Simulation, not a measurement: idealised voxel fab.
process module | voxel fin reveal
cross-section cut | 205 nm wide | cells 5 nm
A cross-section is a grid of square cells, given in bands from the top down. A band is one or more rows of cells.
Each band's line starts with the height of the band's top and of its bottom, in nm. Then come its materials from left to right, each with its width in nm. One material with "throughout" fills the band from edge to edge. "air" is empty space.
Height 0 is the level under which the wafer as received is all one material. The lowest band goes on downwards, as in "0 down".
A width such as "30 to 40" changes by the same amount from each row of cells to the next, from the band's top row to its bottom row.
"no change" after a step means that no cell of the cross-section changed.
closed voids: empty space of 8 cells or more with no open way to the top, each as width x height at its distance from the left edge, in nm
after a step's settings: what the simulator itself notes on the step
overlay nm, on a step with a mask: how far to the right of its planned place the mask lay; to the left if negative
plan
1 op RECEIVE | material Si
2 op CONFORMAL_DEP | material SiN | thk nm 5
3 op DIRECTIONAL_DEP | material aC | thk nm 10
4 op PATTERN | tone cover | mask id FINS | material resist | width nm 15 | pitch nm 40 | thk nm 25 | overlay nm 0
5 op DIRECTIONAL_ETCH | etch materials aC | depth nm 10
6 op STRIP | etch materials resist
7 op DIRECTIONAL_ETCH | etch materials SiN | depth nm 5
8 op DIRECTIONAL_ETCH | etch materials Si | depth nm 35
9 op STRIP | etch materials aC
10 op OXIDIZE | depth nm 5
11 op FILL_DEP | material SiO2 | thk nm 5
12 op CMP | height nm 5
13 op SELECTIVE_ETCH | etch materials SiO2 | depth nm 15
14 op STRIP | etch materials SiN
15 op CONFORMAL_DEP | material SiO2 | thk nm 5
as received, after step 1
  0 down: Si throughout
  closed voids: none
a wafer at the end: this start, this plan, one mistake
  0 to -10: air 40 | Si 5 | air 35 | Si 5 | air 35 | Si 5 | air 35 | Si 5 | air 40
  -10 to -40: SiO2 40 | Si 5 | SiO2 35 | Si 5 | SiO2 35 | Si 5 | SiO2 35 | Si 5 | SiO2 40
  -40 down: Si throughout
  closed voids: none
what went wrong: step 15 was left out
